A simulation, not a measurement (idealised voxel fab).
Title: Process Module voxel transistor to metal
Pictured: cross-section cut, 240 nm wide, on a grid of 5 nm square cells.
The cross-sections in this document take the form of a grid made of square cells. They are written out as bands, in order from top to bottom. Each band consists of one or more rows of cells. Band entry format. Leading values: height of top, height of bottom, nm. Remainder: materials in left-to-right order, each with its width in nm. Special words: "throughout" on a single material, which then fills the band edge to edge; "empty", empty space. Height datum 0, below which the as-received substrate wafer is one material. Lowest band open at the bottom, running downward: "0 down". The notation "30->40" denotes a width that varies across the rows of cells in the band, beginning at the first number in the top row, finishing at the second number in the bottom row, and changing by an identical amount from each row to the next. Any step labelled "changes: none" changed none of the cells in the cross-section. "Non-vented voids" specifies each empty space that is not open to the top and that occupies no fewer than 8 cells, using the form width x height at distance, the distance measured from the left edge and all three quantities in nm. On each step's line, the part that comes after the settings is the simulator's own comment on the step. Regarding "overlay nm": on a step with a mask, it is the distance the mask lay to the right of its planned place; a negative value places it to the left. From here on the document is pairs. In a pair, the cross-section before one process step comes with the cross-section after it, and the latter goes no deeper than the lowest band that changed. What lies in between, the step and its settings, is written under the pair. A pair may be from a different run of this module on the same starting wafer than the pair above it, so it continues from that pair only where its entry headed "Pre-step geometry" says so.
# Pre-step geometry
> 55 to 50  10 aC  105 empty  10 aC  105 empty  10 aC
> 50 to 45  10 aC  10 empty  85 aC  10 empty  10 aC  10 empty  85 aC  10 empty  10 aC
> 45 to 40  aC throughout
> 40 to 35  10 SiCN  105 aC  10 SiCN  105 aC  10 SiCN
> 35 to 30  10 SiCN  10 aC  85 SiCN  10 aC  10 SiCN  10 aC  85 SiCN  10 aC  10 SiCN
> 30 to 25  SiCN throughout
> 25 to 20  10 polySi  105 SiCN  10 polySi  105 SiCN  10 polySi
> 20 to 15  10 polySi  10 SiCN  85 polySi  10 SiCN  10 polySi  10 SiCN  85 polySi  10 SiCN  10 polySi
> 15 to 5  polySi throughout
> 5 to 0  10 SiO2  105 polySi  10 SiO2  105 polySi  10 SiO2
> 0 to -5  10 SiO2  10 polySi  85 SiO2  10 polySi  10 SiO2  10 polySi  85 SiO2  10 polySi  10 SiO2
> -5 to -10  25 SiO2  75 Si  40 SiO2  75 Si  25 SiO2
> -10 to -40  20 SiO2  85 Si  30 SiO2  85 Si  20 SiO2
> -40 down  Si throughout
> Non-vented voids: none
# Post-Step Appearance
> 85 to 55  55 empty  15 resist  100 empty  15 resist  55 empty
> 55 to 50  10 aC  45 empty  15 resist  45 empty  10 aC  45 empty  15 resist  45 empty  10 aC
> Lower than 50, everything is as it was.
> Non-vented voids: none
Can you name the step between the two cross-sections above? It is PATTERN (tone cover; mask id GATE; material resist; width nm 15; pitch nm 115; thk nm 30; overlay nm 0)
Pre-step geometry: it's just the after picture from the pair right above this one.
# Post-Step Appearance
> 70 to 50  55 empty  15 resist  100 empty  15 resist  55 empty
> 50 to 40  55 empty  15 aC  100 empty  15 aC  55 empty
> 40 to 35  10 SiCN  45 empty  15 aC  45 empty  10 SiCN  45 empty  15 aC  45 empty  10 SiCN
> 35 to 30  10 SiCN  10 empty  85 SiCN  10 empty  10 SiCN  10 empty  85 SiCN  10 empty  10 SiCN
> Lower than 30, everything is as it was.
> Non-vented voids: none
Can you name the step between the two cross-sections above? It is DIRECTIONAL_ETCH (etch materials aC; depth nm 15)
Pre-step geometry: it's just the after picture from the pair right above this one.
# Post-Step Appearance
> 50 to 40  55 empty  15 aC  100 empty  15 aC  55 empty
> Lower than 40, everything is as it was.
> Non-vented voids: none
Can you name the step between the two cross-sections above? It is STRIP (etch materials resist)
Pre-step geometry: it's just the after picture from the pair right above this one.
# Post-Step Appearance
> 50 to 35  55 empty  15 aC  100 empty  15 aC  55 empty
> 35 to 25  55 empty  15 SiCN  100 empty  15 SiCN  55 empty
> 25 to 20  10 polySi  45 empty  15 SiCN  45 empty  10 polySi  45 empty  15 SiCN  45 empty  10 polySi
> 20 to 15  10 polySi  10 empty  85 polySi  10 empty  10 polySi  10 empty  85 polySi  10 empty  10 polySi
> Lower than 15, everything is as it was.
> Non-vented voids: none
Can you name the step between the two cross-sections above? It is DIRECTIONAL_ETCH (etch materials SiCN; depth nm 25)
Pre-step geometry: it's just the after picture from the pair right above this one.
# Post-Step Appearance
> 50 to 35  55 empty  15 aC  100 empty  15 aC  55 empty
> 35 to 20  55 empty  15 SiCN  100 empty  15 SiCN  55 empty
> 20 to 5  55 empty  15 polySi  100 empty  15 polySi  55 empty
> 5 to 0  10 SiO2  45 empty  15 polySi  45 empty  10 SiO2  45 empty  15 polySi  45 empty  10 SiO2
> 0 to -5  10 SiO2  10 empty  85 SiO2  10 empty  10 SiO2  10 empty  85 SiO2  10 empty  10 SiO2
> Lower than -5, everything is as it was.
> Non-vented voids: none
Can you name the step between the two cross-sections above? It is DIRECTIONAL_ETCH (etch materials polySi; depth nm 30)
Pre-step geometry: it's just the after picture from the pair right above this one.
# Post-Step Appearance
> 35 to 20  55 empty  15 SiCN  100 empty  15 SiCN  55 empty
> Lower than 20, everything is as it was.
> Non-vented voids: none
Can you name the step between the two cross-sections above? It is STRIP (etch materials aC)
Pre-step geometry: it's just the after picture from the pair right above this one.
# Post-Step Appearance
> 45 to 35  45 empty  35 SiN  80 empty  35 SiN  45 empty
> 35 to 20  45 empty  10 SiN  15 SiCN  10 SiN  80 empty  10 SiN  15 SiCN  10 SiN  45 empty
> 20 to 15  45 empty  10 SiN  15 polySi  10 SiN  80 empty  10 SiN  15 polySi  10 SiN  45 empty
> 15 to 10  20 SiN  25 empty  10 SiN  15 polySi  10 SiN  25 empty  30 SiN  25 empty  10 SiN  15 polySi  10 SiN  25 empty  20 SiN
> 10 to 5  55 SiN  15 polySi  100 SiN  15 polySi  55 SiN
> 5 to 0  10 SiO2  45 SiN  15 polySi  45 SiN  10 SiO2  45 SiN  15 polySi  45 SiN  10 SiO2
> 0 to -5  10 SiO2  10 SiN  85 SiO2  10 SiN  10 SiO2  10 SiN  85 SiO2  10 SiN  10 SiO2
> Lower than -5, everything is as it was.
> Non-vented voids: none
Can you name the step between the two cross-sections above? It is CONFORMAL_DEP (material SiN; thk nm 10)
Pre-step geometry: it's just the after picture from the pair right above this one.
# Post-Step Appearance
> 35 to 20  45 empty  10 SiN  15 SiCN  10 SiN  80 empty  10 SiN  15 SiCN  10 SiN  45 empty
> 20 to 5  45 empty  10 SiN  15 polySi  10 SiN  80 empty  10 SiN  15 polySi  10 SiN  45 empty
> 5 to 0  10 SiO2  10 SiN  25 empty  10 SiN  15 polySi  10 SiN  25 empty  10 SiN  10 SiO2  10 SiN  25 empty  10 SiN  15 polySi  10 SiN  25 empty  10 SiN  10 SiO2
> Lower than 0, everything is as it was.
> Non-vented voids: none
Can you name the step between the two cross-sections above? It is DIRECTIONAL_ETCH (etch materials SiN; depth nm 10)
Pre-step geometry: it's just the after picture from the pair right above this one.
# Post-Step Appearance
> 35 to 20  45 empty  10 SiN  15 SiCN  10 SiN  80 empty  10 SiN  15 SiCN  10 SiN  45 empty
> 20 to 5  45 empty  10 SiN  15 polySi  10 SiN  80 empty  10 SiN  15 polySi  10 SiN  45 empty
> 5 to 0  10 empty  10 SiN  25 empty  10 SiN  15 polySi  10 SiN  25 empty  10 SiN  10 empty  10 SiN  25 empty  10 SiN  15 polySi  10 SiN  25 empty  10 SiN  10 empty
> 0 to -5  10 SiO2  10 SiN  25 empty  35 SiO2  25 empty  10 SiN  10 SiO2  10 SiN  25 empty  35 SiO2  25 empty  10 SiN  10 SiO2
> Lower than -5, everything is as it was.
> Non-vented voids: none
Can you name the step between the two cross-sections above? It is DIRECTIONAL_ETCH (etch materials SiO2; depth nm 5)
Pre-step geometry: it's just the after picture from the pair right above this one.
# Post-Step Appearance
> 35 to 20  45 empty  10 SiN  15 SiCN  10 SiN  80 empty  10 SiN  15 SiCN  10 SiN  45 empty
> 20 to 5  45 empty  10 SiN  15 polySi  10 SiN  80 empty  10 SiN  15 polySi  10 SiN  45 empty
> 5 to 0  10 empty  10 SiN  25 empty  10 SiN  15 polySi  10 SiN  25 empty  10 SiN  10 empty  10 SiN  25 empty  10 SiN  15 polySi  10 SiN  25 empty  10 SiN  10 empty
> 0 to -5  10 SiO2  10 SiN  25 empty  35 SiO2  25 empty  10 SiN  10 SiO2  10 SiN  25 empty  35 SiO2  25 empty  10 SiN  10 SiO2
> -5 to -10  25 SiO2  20 empty  35 Si  20 empty  40 SiO2  20 empty  35 Si  20 empty  25 SiO2
> -10 to -15  20 SiO2  5 Si  20 empty  35 Si  20 empty  5 Si  30 SiO2  5 Si  20 empty  35 Si  20 empty  5 Si  20 SiO2
> Lower than -15, everything is as it was.
> Non-vented voids: none
Can you name the step between the two cross-sections above? It is DIRECTIONAL_ETCH (etch materials Si; depth nm 10)
Pre-step geometry: it's just the after picture from the pair right above this one.
# Post-Step Appearance
> 35 to 20  45 empty  10 SiN  15 SiCN  10 SiN  80 empty  10 SiN  15 SiCN  10 SiN  45 empty
> 20 to 5  45 empty  10 SiN  15 polySi  10 SiN  80 empty  10 SiN  15 polySi  10 SiN  45 empty
> 5 to 0  10 empty  10 SiN  15 empty  10 pSi  10 SiN  15 polySi  10 SiN  10 pSi  15 empty  10 SiN  10 empty  10 SiN  15 empty  10 pSi  10 SiN  15 polySi  10 SiN  10 pSi  15 empty  10 SiN  10 empty
> 0 to -5  10 SiO2  10 SiN  25 pSi  35 SiO2  25 pSi  10 SiN  10 SiO2  10 SiN  25 pSi  35 SiO2  25 pSi  10 SiN  10 SiO2
> -5 to -10  25 SiO2  20 pSi  35 Si  20 pSi  40 SiO2  20 pSi  35 Si  20 pSi  25 SiO2
> -10 to -15  20 SiO2  5 Si  20 pSi  35 Si  20 pSi  5 Si  30 SiO2  5 Si  20 pSi  35 Si  20 pSi  5 Si  20 SiO2
> Lower than -15, everything is as it was.
> Non-vented voids: none
Can you name the step between the two cross-sections above? It is EPI (material pSi; thk nm 10)
Pre-step geometry: it's just the after picture from the pair right above this one.
# Post-Step Appearance
> 45 to 35  SiO2 throughout
> 35 to 20  45 SiO2  10 SiN  15 SiCN  10 SiN  80 SiO2  10 SiN  15 SiCN  10 SiN  45 SiO2
> 20 to 5  45 SiO2  10 SiN  15 polySi  10 SiN  80 SiO2  10 SiN  15 polySi  10 SiN  45 SiO2
> 5 to 0  10 SiO2  10 SiN  15 SiO2  10 pSi  10 SiN  15 polySi  10 SiN  10 pSi  15 SiO2  10 SiN  10 SiO2  10 SiN  15 SiO2  10 pSi  10 SiN  15 polySi  10 SiN  10 pSi  15 SiO2  10 SiN  10 SiO2
> Lower than 0, everything is as it was.
> Non-vented voids: none
Can you name the step between the two cross-sections above? It is FILL_DEP (material SiO2; thk nm 10)
Pre-step geometry: it's just the after picture from the pair right above this one.
# Post-Step Appearance
> 35 to 20  45 SiO2  10 SiN  15 SiCN  10 SiN  80 SiO2  10 SiN  15 SiCN  10 SiN  45 SiO2
> Lower than 20, everything is as it was.
> Non-vented voids: none
Can you name the step between the two cross-sections above? It is CMP (height nm 35)
Pre-step geometry: it's just the after picture from the pair right above this one.
# Post-Step Appearance
> 45 to 35  SiO2 throughout
> Lower than 35, everything is as it was.
> Non-vented voids: none
Can you name the step between the two cross-sections above? It is DIRECTIONAL_DEP (material SiO2; thk nm 10)
Pre-step geometry: it's just the after picture from the pair right above this one.
# Post-Step Appearance
> 60 to 45  20 resist  30 empty  25 resist  30 empty  30 resist  30 empty  25 resist  30 empty  20 resist
> Lower than 45, everything is as it was.
> Non-vented voids: none
Can you name the step between the two cross-sections above? It is PATTERN (tone open; mask id CONTACT; material resist; width nm 30; thk nm 15; overlay nm 0)
Pre-step geometry: it's just the after picture from the pair right above this one.
# Post-Step Appearance
> 60 to 45  20 resist  30 empty  25 resist  30 empty  30 resist  30 empty  25 resist  30 empty  20 resist
> 45 to 35  20 SiO2  30 empty  25 SiO2  30 empty  30 SiO2  30 empty  25 SiO2  30 empty  20 SiO2
> 35 to 20  20 SiO2  25 empty  10 SiN  15 SiCN  10 SiN  25 empty  30 SiO2  25 empty  10 SiN  15 SiCN  10 SiN  25 empty  20 SiO2
> 20 to 5  20 SiO2  25 empty  10 SiN  15 polySi  10 SiN  25 empty  30 SiO2  25 empty  10 SiN  15 polySi  10 SiN  25 empty  20 SiO2
> 5 to 0  10 SiO2  10 SiN  15 empty  10 pSi  10 SiN  15 polySi  10 SiN  10 pSi  15 empty  10 SiN  10 SiO2  10 SiN  15 empty  10 pSi  10 SiN  15 polySi  10 SiN  10 pSi  15 empty  10 SiN  10 SiO2
> Lower than 0, everything is as it was.
> Non-vented voids: none
Can you name the step between the two cross-sections above? It is DIRECTIONAL_ETCH (etch materials SiO2; depth nm 50)
Pre-step geometry: it's just the after picture from the pair right above this one.
# Post-Step Appearance
> 45 to 35  20 SiO2  30 empty  25 SiO2  30 empty  30 SiO2  30 empty  25 SiO2  30 empty  20 SiO2
> Lower than 35, everything is as it was.
> Non-vented voids: none
Can you name the step between the two cross-sections above? It is STRIP (etch materials resist)
Pre-step geometry: it's just the after picture from the pair right above this one.
# Post-Step Appearance
> 50 to 45  25 TiN  20 empty  35 TiN  20 empty  40 TiN  20 empty  35 TiN  20 empty  25 TiN
> 45 to 35  20 SiO2  5 TiN  20->15 empty  5->10 TiN  25 SiO2  5->10 TiN  20->15 empty  5 TiN  30 SiO2  5 TiN  20->15 empty  5->10 TiN  25 SiO2  5->10 TiN  20->15 empty  5 TiN  20 SiO2
> 35 to 20  20 SiO2  5 TiN  15 empty  5 TiN  10 SiN  15 SiCN  10 SiN  5 TiN  15 empty  5 TiN  30 SiO2  5 TiN  15 empty  5 TiN  10 SiN  15 SiCN  10 SiN  5 TiN  15 empty  5 TiN  20 SiO2
> 20 to 10  20 SiO2  5 TiN  15 empty  5 TiN  10 SiN  15 polySi  10 SiN  5 TiN  15 empty  5 TiN  30 SiO2  5 TiN  15 empty  5 TiN  10 SiN  15 polySi  10 SiN  5 TiN  15 empty  5 TiN  20 SiO2
> 10 to 5  20 SiO2  5 TiN  5 empty  15 TiN  10 SiN  15 polySi  10 SiN  15 TiN  5 empty  5 TiN  30 SiO2  5 TiN  5 empty  15 TiN  10 SiN  15 polySi  10 SiN  15 TiN  5 empty  5 TiN  20 SiO2
> 5 to 0  10 SiO2  10 SiN  15 TiN  10 pSi  10 SiN  15 polySi  10 SiN  10 pSi  15 TiN  10 SiN  10 SiO2  10 SiN  15 TiN  10 pSi  10 SiN  15 polySi  10 SiN  10 pSi  15 TiN  10 SiN  10 SiO2
> Lower than 0, everything is as it was.
> Non-vented voids: none
Can you name the step between the two cross-sections above? It is CONFORMAL_DEP (material TiN; thk nm 5)
Pre-step geometry: it's just the after picture from the pair right above this one.
# Post-Step Appearance
> 55 to 50  Ru throughout
> 50 to 45  25 TiN  20 Ru  35 TiN  20 Ru  40 TiN  20 Ru  35 TiN  20 Ru  25 TiN
> 45 to 35  20 SiO2  5 TiN  20->15 Ru  5->10 TiN  25 SiO2  5->10 TiN  20->15 Ru  5 TiN  30 SiO2  5 TiN  20->15 Ru  5->10 TiN  25 SiO2  5->10 TiN  20->15 Ru  5 TiN  20 SiO2
> 35 to 20  20 SiO2  5 TiN  15 Ru  5 TiN  10 SiN  15 SiCN  10 SiN  5 TiN  15 Ru  5 TiN  30 SiO2  5 TiN  15 Ru  5 TiN  10 SiN  15 SiCN  10 SiN  5 TiN  15 Ru  5 TiN  20 SiO2
> 20 to 10  20 SiO2  5 TiN  15 Ru  5 TiN  10 SiN  15 polySi  10 SiN  5 TiN  15 Ru  5 TiN  30 SiO2  5 TiN  15 Ru  5 TiN  10 SiN  15 polySi  10 SiN  5 TiN  15 Ru  5 TiN  20 SiO2
> 10 to 5  20 SiO2  5 TiN  5 Ru  15 TiN  10 SiN  15 polySi  10 SiN  15 TiN  5 Ru  5 TiN  30 SiO2  5 TiN  5 Ru  15 TiN  10 SiN  15 polySi  10 SiN  15 TiN  5 Ru  5 TiN  20 SiO2
> Lower than 5, everything is as it was.
> Non-vented voids: none
Can you name the step between the two cross-sections above? It is FILL_DEP (material Ru; thk nm 5)
Pre-step geometry: it's just the after picture from the pair right above this one.
# Post-Step Appearance
> 45 to 35  20 SiO2  5 TiN  20->15 Ru  5->10 TiN  25 SiO2  5->10 TiN  20->15 Ru  5 TiN  30 SiO2  5 TiN  20->15 Ru  5->10 TiN  25 SiO2  5->10 TiN  20->15 Ru  5 TiN  20 SiO2
> Lower than 35, everything is as it was.
> Non-vented voids: none
Can you name the step between the two cross-sections above? It is CMP (height nm 45)
Pre-step geometry: it's just the after picture from the pair right above this one.
# Post-Step Appearance
> 50 to 45  TiN throughout
> Lower than 45, everything is as it was.
> Non-vented voids: none
Can you name the step between the two cross-sections above? It is DIRECTIONAL_DEP (material TiN; thk nm 5)
Pre-step geometry: it's just the after picture from the pair right above this one.
# Post-Step Appearance
> 65 to 50  W throughout
> Lower than 50, everything is as it was.
> Non-vented voids: none
Can you name the step between the two cross-sections above? It is DIRECTIONAL_DEP (material W; thk nm 15)
Pre-step geometry: it's just the after picture from the pair right above this one.
# Post-Step Appearance
> 65 to 50  20 empty  15 W  55 empty  15 W  30 empty  15 W  55 empty  15 W  20 empty
> Lower than 50, everything is as it was.
> Non-vented voids: none
Can you name the step between the two cross-sections above? It is MASKED_ETCH (tone cover; mask id METAL_1; width nm 15; etch materials W; depth nm 15; overlay nm 0)
Pre-step geometry: it's just the after picture from the pair right above this one.
# Post-Step Appearance
> 65 to 50  20 empty  15 W  55 empty  15 W  30 empty  15 W  55 empty  15 W  20 empty
> 50 to 45  20 empty  15 TiN  55 empty  15 TiN  30 empty  15 TiN  55 empty  15 TiN  20 empty
> Lower than 45, everything is as it was.
> Non-vented voids: none
Can you name the step between the two cross-sections above? It is MASKED_ETCH (tone cover; mask id METAL_1; width nm 15; etch materials TiN; depth nm 5; overlay nm 0)
Pre-step geometry: it's just the after picture from the pair right above this one.
# Post-Step Appearance
> 70 to 65  SiO2 throughout
> 65 to 50  20 SiO2  15 W  55 SiO2  15 W  30 SiO2  15 W  55 SiO2  15 W  20 SiO2
> 50 to 45  20 SiO2  15 TiN  55 SiO2  15 TiN  30 SiO2  15 TiN  55 SiO2  15 TiN  20 SiO2
> Lower than 45, everything is as it was.
> Non-vented voids: none
Can you name the step between the two cross-sections above? It is FILL_DEP (material SiO2; thk nm 5)
Pre-step geometry: it's just the after picture from the pair right above this one.
# Post-Step Appearance
> 65 to 50  20 SiO2  15 W  55 SiO2  15 W  30 SiO2  15 W  55 SiO2  15 W  20 SiO2
> Lower than 50, everything is as it was.
> Non-vented voids: none
Can you name the step between the two cross-sections above? It is CMP (height nm 65)
Pre-step geometry: it's just the after picture from the pair right above this one.
# Post-Step Appearance
> 70 to 65  SiN throughout
> Lower than 65, everything is as it was.
> Non-vented voids: none
Can you name the step between the two cross-sections above? It is CONFORMAL_DEP (material SiN; thk nm 5)
# Pre-step geometry
> 40 to 35  10 SiCN  105 empty  10 SiCN  105 empty  10 SiCN
> 35 to 25  SiCN throughout
> 25 to 20  10 polySi  105 SiCN  10 polySi  105 SiCN  10 polySi
> 20 to 5  polySi throughout
> 5 to 0  10 SiO2  105 polySi  10 SiO2  105 polySi  10 SiO2
> 0 to -5  SiO2 throughout
> -5 to -40  20 SiO2  85 Si  30 SiO2  85 Si  20 SiO2
> -40 down  Si throughout
> Non-vented voids: none
# Post-Step Appearance
> 55 to 50  10 SiCN  105 empty  10 SiCN  105 empty  10 SiCN
> 50 to 25  SiCN throughout
> Lower than 25, everything is as it was.
> Non-vented voids: none
Can you name the step between the two cross-sections above? It is DIRECTIONAL_DEP (material SiCN; thk nm 15)
Pre-step geometry: it's just the after picture from the pair right above this one.
# Post-Step Appearance
> 70 to 65  10 aC  105 empty  10 aC  105 empty  10 aC
> 65 to 55  aC throughout
> 55 to 50  10 SiCN  105 aC  10 SiCN  105 aC  10 SiCN
> Lower than 50, everything is as it was.
> Non-vented voids: none
Can you name the step between the two cross-sections above? It is DIRECTIONAL_DEP (material aC; thk nm 15)
Pre-step geometry: it's just the after picture from the pair right above this one.
# Post-Step Appearance
> 100 to 70  55 empty  15 resist  100 empty  15 resist  55 empty
> 70 to 65  10 aC  45 empty  15 resist  45 empty  10 aC  45 empty  15 resist  45 empty  10 aC
> Lower than 65, everything is as it was.
> Non-vented voids: none
Can you name the step between the two cross-sections above? It is PATTERN (tone cover; mask id GATE; material resist; width nm 15; pitch nm 115; thk nm 30; overlay nm 0)
Pre-step geometry: it's just the after picture from the pair right above this one.
# Post-Step Appearance
> 85 to 65  55 empty  15 resist  100 empty  15 resist  55 empty
> 65 to 55  55 empty  15 aC  100 empty  15 aC  55 empty
> 55 to 50  10 SiCN  45 empty  15 aC  45 empty  10 SiCN  45 empty  15 aC  45 empty  10 SiCN
> Lower than 50, everything is as it was.
> Non-vented voids: none
Can you name the step between the two cross-sections above? It is DIRECTIONAL_ETCH (etch materials aC; depth nm 15)
Pre-step geometry: it's just the after picture from the pair right above this one.
# Post-Step Appearance
> 65 to 55  55 empty  15 aC  100 empty  15 aC  55 empty
> Lower than 55, everything is as it was.
> Non-vented voids: none
Can you name the step between the two cross-sections above? It is STRIP (etch materials resist)
Pre-step geometry: it's just the after picture from the pair right above this one.
# Post-Step Appearance
> 65 to 50  55 empty  15 aC  100 empty  15 aC  55 empty
> 50 to 30  55 empty  15 SiCN  100 empty  15 SiCN  55 empty
> 30 to 25  10 SiCN  45 empty  15 SiCN  45 empty  10 SiCN  45 empty  15 SiCN  45 empty  10 SiCN
> Lower than 25, everything is as it was.
> Non-vented voids: none
Can you name the step between the two cross-sections above? It is DIRECTIONAL_ETCH (etch materials SiCN; depth nm 25)
Pre-step geometry: it's just the after picture from the pair right above this one.
# Post-Step Appearance
> 50 to 30  55 empty  15 SiCN  100 empty  15 SiCN  55 empty
> Lower than 30, everything is as it was.
> Non-vented voids: none
Can you name the step between the two cross-sections above? It is STRIP (etch materials aC)
Pre-step geometry: it's just the after picture from the pair right above this one.
# Post-Step Appearance
> 60 to 50  45 empty  35 SiN  80 empty  35 SiN  45 empty
> 50 to 40  45 empty  10 SiN  15 SiCN  10 SiN  80 empty  10 SiN  15 SiCN  10 SiN  45 empty
> 40 to 35  20 SiN  25 empty  10 SiN  15 SiCN  10 SiN  25 empty  30 SiN  25 empty  10 SiN  15 SiCN  10 SiN  25 empty  20 SiN
> 35 to 30  55 SiN  15 SiCN  100 SiN  15 SiCN  55 SiN
> 30 to 25  10 SiCN  45 SiN  15 SiCN  45 SiN  10 SiCN  45 SiN  15 SiCN  45 SiN  10 SiCN
> Lower than 25, everything is as it was.
> Non-vented voids: none
Can you name the step between the two cross-sections above? It is CONFORMAL_DEP (material SiN; thk nm 10)
Pre-step geometry: it's just the after picture from the pair right above this one.
# Post-Step Appearance
> 50 to 30  45 empty  10 SiN  15 SiCN  10 SiN  80 empty  10 SiN  15 SiCN  10 SiN  45 empty
> 30 to 25  10 SiCN  10 SiN  25 empty  10 SiN  15 SiCN  10 SiN  25 empty  10 SiN  10 SiCN  10 SiN  25 empty  10 SiN  15 SiCN  10 SiN  25 empty  10 SiN  10 SiCN
> Lower than 25, everything is as it was.
> Non-vented voids: none
Can you name the step between the two cross-sections above? It is DIRECTIONAL_ETCH (etch materials SiN; depth nm 10)
Pre-step geometry: it's just the after picture from the pair right above this one.
# Post-Step Appearance
> 60 to 50  SiO2 throughout
> 50 to 30  45 SiO2  10 SiN  15 SiCN  10 SiN  80 SiO2  10 SiN  15 SiCN  10 SiN  45 SiO2
> 30 to 25  10 SiCN  10 SiN  25 SiO2  10 SiN  15 SiCN  10 SiN  25 SiO2  10 SiN  10 SiCN  10 SiN  25 SiO2  10 SiN  15 SiCN  10 SiN  25 SiO2  10 SiN  10 SiCN
> Lower than 25, everything is as it was.
> Non-vented voids: none
Can you name the step between the two cross-sections above? It is FILL_DEP (material SiO2; thk nm 10)
Pre-step geometry: it's just the after picture from the pair right above this one.
# Post-Step Appearance
> 35 to 30  45 SiO2  10 SiN  15 SiCN  10 SiN  80 SiO2  10 SiN  15 SiCN  10 SiN  45 SiO2
> Lower than 30, everything is as it was.
> Non-vented voids: none
Can you name the step between the two cross-sections above? It is CMP (height nm 35)
Pre-step geometry: it's just the after picture from the pair right above this one.
# Post-Step Appearance
> 45 to 35  SiO2 throughout
> Lower than 35, everything is as it was.
> Non-vented voids: none
Can you name the step between the two cross-sections above? It is DIRECTIONAL_DEP (material SiO2; thk nm 10)
Pre-step geometry: it's just the after picture from the pair right above this one.
# Post-Step Appearance
> 60 to 45  20 resist  30 empty  25 resist  30 empty  30 resist  30 empty  25 resist  30 empty  20 resist
> Lower than 45, everything is as it was.
> Non-vented voids: none
Can you name the step between the two cross-sections above? It is PATTERN (tone open; mask id CONTACT; material resist; width nm 30; thk nm 15; overlay nm 0)
Pre-step geometry: it's just the after picture from the pair right above this one.
# Post-Step Appearance
> 60 to 45  20 resist  30 empty  25 resist  30 empty  30 resist  30 empty  25 resist  30 empty  20 resist
> 45 to 35  20 SiO2  30 empty  25 SiO2  30 empty  30 SiO2  30 empty  25 SiO2  30 empty  20 SiO2
> 35 to 30  20 SiO2  25 empty  10 SiN  15 SiCN  10 SiN  25 empty  30 SiO2  25 empty  10 SiN  15 SiCN  10 SiN  25 empty  20 SiO2
> 30 to 25  10 SiCN  10 SiN  25 empty  10 SiN  15 SiCN  10 SiN  25 empty  10 SiN  10 SiCN  10 SiN  25 empty  10 SiN  15 SiCN  10 SiN  25 empty  10 SiN  10 SiCN
> Lower than 25, everything is as it was.
> Non-vented voids: none
Can you name the step between the two cross-sections above? It is DIRECTIONAL_ETCH (etch materials SiO2; depth nm 50)
Pre-step geometry: it's just the after picture from the pair right above this one.
# Post-Step Appearance
> 45 to 35  20 SiO2  30 empty  25 SiO2  30 empty  30 SiO2  30 empty  25 SiO2  30 empty  20 SiO2
> Lower than 35, everything is as it was.
> Non-vented voids: none
Can you name the step between the two cross-sections above? It is STRIP (etch materials resist)
Pre-step geometry: it's just the after picture from the pair right above this one.
# Post-Step Appearance
> 50 to 45  25 TiN  20 empty  35 TiN  20 empty  40 TiN  20 empty  35 TiN  20 empty  25 TiN
> 45 to 35  20 SiO2  5 TiN  20->15 empty  5->10 TiN  25 SiO2  5->10 TiN  20->15 empty  5 TiN  30 SiO2  5 TiN  20->15 empty  5->10 TiN  25 SiO2  5->10 TiN  20->15 empty  5 TiN  20 SiO2
> 35 to 30  20 SiO2  5 TiN  15 empty  5 TiN  10 SiN  15 SiCN  10 SiN  5 TiN  15 empty  5 TiN  30 SiO2  5 TiN  15 empty  5 TiN  10 SiN  15 SiCN  10 SiN  5 TiN  15 empty  5 TiN  20 SiO2
> 30 to 25  10 SiCN  10 SiN  25 TiN  10 SiN  15 SiCN  10 SiN  25 TiN  10 SiN  10 SiCN  10 SiN  25 TiN  10 SiN  15 SiCN  10 SiN  25 TiN  10 SiN  10 SiCN
> Lower than 25, everything is as it was.
> Non-vented voids: none
Can you name the step between the two cross-sections above? It is CONFORMAL_DEP (material TiN; thk nm 5)
Pre-step geometry: it's just the after picture from the pair right above this one.
# Post-Step Appearance
> 55 to 50  Ru throughout
> 50 to 45  25 TiN  20 Ru  35 TiN  20 Ru  40 TiN  20 Ru  35 TiN  20 Ru  25 TiN
> 45 to 35  20 SiO2  5 TiN  20->15 Ru  5->10 TiN  25 SiO2  5->10 TiN  20->15 Ru  5 TiN  30 SiO2  5 TiN  20->15 Ru  5->10 TiN  25 SiO2  5->10 TiN  20->15 Ru  5 TiN  20 SiO2
> 35 to 30  20 SiO2  5 TiN  15 Ru  5 TiN  10 SiN  15 SiCN  10 SiN  5 TiN  15 Ru  5 TiN  30 SiO2  5 TiN  15 Ru  5 TiN  10 SiN  15 SiCN  10 SiN  5 TiN  15 Ru  5 TiN  20 SiO2
> Lower than 30, everything is as it was.
> Non-vented voids: none
Can you name the step between the two cross-sections above? It is FILL_DEP (material Ru; thk nm 5)
Pre-step geometry: it's just the after picture from the pair right above this one.
# Post-Step Appearance
> 45 to 35  20 SiO2  5 TiN  20->15 Ru  5->10 TiN  25 SiO2  5->10 TiN  20->15 Ru  5 TiN  30 SiO2  5 TiN  20->15 Ru  5->10 TiN  25 SiO2  5->10 TiN  20->15 Ru  5 TiN  20 SiO2
> Lower than 35, everything is as it was.
> Non-vented voids: none
Can you name the step between the two cross-sections above? It is CMP (height nm 45)
Pre-step geometry: it's just the after picture from the pair right above this one.
# Post-Step Appearance
> 50 to 45  TiN throughout
> Lower than 45, everything is as it was.
> Non-vented voids: none
Can you name the step between the two cross-sections above? It is DIRECTIONAL_DEP (material TiN; thk nm 5)
Pre-step geometry: it's just the after picture from the pair right above this one.
# Post-Step Appearance
> 65 to 50  W throughout
> Lower than 50, everything is as it was.
> Non-vented voids: none
Can you name the step between the two cross-sections above? It is DIRECTIONAL_DEP (material W; thk nm 15)
Pre-step geometry: it's just the after picture from the pair right above this one.
# Post-Step Appearance
> 65 to 50  20 empty  15 W  55 empty  15 W  30 empty  15 W  55 empty  15 W  20 empty
> Lower than 50, everything is as it was.
> Non-vented voids: none
Can you name the step between the two cross-sections above? It is MASKED_ETCH (tone cover; mask id METAL_1; width nm 15; etch materials W; depth nm 15; overlay nm 0)
Pre-step geometry: it's just the after picture from the pair right above this one.
# Post-Step Appearance
> 65 to 50  20 empty  15 W  55 empty  15 W  30 empty  15 W  55 empty  15 W  20 empty
> 50 to 45  20 empty  15 TiN  55 empty  15 TiN  30 empty  15 TiN  55 empty  15 TiN  20 empty
> Lower than 45, everything is as it was.
> Non-vented voids: none
Can you name the step between the two cross-sections above? It is MASKED_ETCH (tone cover; mask id METAL_1; width nm 15; etch materials TiN; depth nm 5; overlay nm 0)
